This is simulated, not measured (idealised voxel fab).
Herein follows the process module entitled voxel transistor to metal.
Cross-section cut spans 175 nm and uses square cells 5 nm in size.
A cross-section is written here as square cells arranged in a grid, and it is given in bands from the top down, each band taking up one or more rows of cells. This entry defines a band. It first specifies the height of the band's top and the height of its bottom in nm, and then specifies the band's materials from left to right, stating each material with its width in nm. The word "edge to edge" identifies a single material that fills the band from edge to edge, while the word "air" identifies empty space. Height is counted from the level 0, under which the received wafer is composed throughout of one material. The lowest of the bands is not closed at the bottom but continues downward, in the notation "0 -> down". A width given as "30->40" starts at the first number in the band's top row and ends at the second number in its bottom row, shifting by an equal amount at every step from row to row. "remained unchanged" means the step left every cell of the cross-section as it was. The list in "Voids, fully enclosed" covers empty spaces of 8 cells or more that cannot reach the top through any open way, and it gives each as width x height at distance; the distance is from the left edge, and width, height and distance are in nm. Heads up: the bit after the settings on a step's line is the simulator's remark on that step. Steps that use a mask can have "overlay nm" on their line. It says how far the mask sat to the right of where it was meant to be. Negative means to the left.
# Process steps foreseen in the plan
1. RECEIVE: material Si
2. OXIDIZE: depth nm 5
3. CONFORMAL_DEP: material SiN, thk nm 15
4. DIRECTIONAL_DEP: material aC, thk nm 10
5. PATTERN: tone cover, mask id ACTIVE, material resist, width nm 105, thk nm 30, overlay nm 0
6. DIRECTIONAL_ETCH: etch materials aC, depth nm 10
7. STRIP: etch materials resist
8. DIRECTIONAL_ETCH: etch materials SiN, depth nm 15
9. DIRECTIONAL_ETCH: etch materials SiO2, depth nm 5
10. DIRECTIONAL_ETCH: etch materials Si, depth nm 35
11. STRIP: etch materials aC
12. OXIDIZE: depth nm 5
13. FILL_DEP: material SiO2, thk nm 5
14. CMP: height nm 15
15. SELECTIVE_ETCH: etch materials SiO2, depth nm 5
16. STRIP: etch materials SiN
17. SELECTIVE_ETCH: etch materials SiO2, depth nm 5
18. OXIDIZE: depth nm 5
19. DIRECTIONAL_DEP: material polySi, thk nm 25
20. DIRECTIONAL_DEP: material SiCN, thk nm 10
21. PATTERN: tone cover, mask id GATE, material resist, width nm 15, thk nm 20, overlay nm 0
22. DIRECTIONAL_ETCH: etch materials SiCN, depth nm 20
23. DIRECTIONAL_ETCH: etch materials polySi, depth nm 35
24. STRIP: etch materials resist
25. CONFORMAL_DEP: material SiO2, thk nm 5
26. DIRECTIONAL_ETCH: etch materials SiO2, depth nm 5
27. CONFORMAL_DEP: material SiN, thk nm 5
28. DIRECTIONAL_ETCH: etch materials SiN, depth nm 5
29. DIRECTIONAL_ETCH: etch materials SiO2, depth nm 5
30. DIRECTIONAL_ETCH: etch materials Si, depth nm 5
31. EPI: material pSi, thk nm 5
32. FILL_DEP: material SiO2, thk nm 5
33. CMP: height nm 30
34. DIRECTIONAL_DEP: material SiO2, thk nm 15
35. DIRECTIONAL_DEP: material aC, thk nm 10
36. PATTERN: tone open, mask id CONTACT, material resist, width nm 30, pitch nm 55, thk nm 30, overlay nm 0
37. DIRECTIONAL_ETCH: etch materials aC, depth nm 10
38. STRIP: etch materials resist
39. DIRECTIONAL_ETCH: etch materials SiO2, depth nm 55
40. STRIP: etch materials aC
41. CONFORMAL_DEP: material TiN, thk nm 5
42. FILL_DEP: material W, thk nm 5
43. CMP: height nm 45
44. CONFORMAL_DEP: material SiN, thk nm 5
45. DIRECTIONAL_DEP: material SiO2, thk nm 15
46. PATTERN: tone open, mask id METAL_1, material resist, width nm 20, pitch nm 65, thk nm 20, overlay nm 0
47. DIRECTIONAL_ETCH: etch materials SiO2, depth nm 15
48. DIRECTIONAL_ETCH: etch materials SiN, depth nm 5
49. STRIP: etch materials resist
50. CONFORMAL_DEP: material TiN, thk nm 5
51. FILL_DEP: material Ru, thk nm 5
52. CMP: height nm 65
53. EPI: material Ru, thk nm 5
54. FILL_DEP: material SiCN, thk nm 5
# As-received wafer cross-section (after step 1)
- 0 -> down | Si edge to edge
- Voids, fully enclosed: none
# Starting structure and process plan are as shown above, but one mistake was made in running the module; the wafer cross-section at the end of the module follows
- 75 -> 70 | SiCN edge to edge
- 70 -> 65 | SiCN=40, Ru=30, SiCN=35, Ru=30, SiCN=40
- 65 -> 50 | SiO2=45, TiN=5, Ru=10, TiN=5, SiO2=45, TiN=5, Ru=10, TiN=5, SiO2=45
- 50 -> 45 | SiN=45, TiN=20, SiN=45, TiN=20, SiN=45
- 45 -> 35 | SiO2=45, TiN=5, W=20, TiN=5, SiO2=25, TiN=5, W=20, TiN=5, SiO2=45
- 35 -> 30 | SiO2=45, TiN=5, W=15, TiN=10, SiO2=25, TiN=10, W=15, TiN=5, SiO2=45
- 30 -> 5 | SiO2=45, TiN=5, W=15, TiN=5, SiN=5, SiO2=5, polySi=15, SiO2=5, SiN=5, TiN=5, W=15, TiN=5, SiO2=45
- 5 -> -5 | SiO2=30, SiN=5, SiO2=10, TiN=5, W=15, TiN=5, SiO2=35, TiN=5, W=15, TiN=5, SiO2=10, SiN=5, SiO2=30
- -5 -> -10 | SiO2=45, TiN=25, SiO2=35, TiN=25, SiO2=45
- -10 -> -15 | pSi=30, SiO2=115, pSi=30
- -15 -> -45 | Si=30, SiO2=115, Si=30
- -45 -> down | Si edge to edge
- Voids, fully enclosed: none
It is concluded that the wafer was processed incorrectly with respect to the plan, in that it should be noted that step 5 was executed with settings other than those planned, the operation and settings actually applied being PATTERN: tone open, mask id ACTIVE, material resist, width nm 105, thk nm 30, overlay nm 0
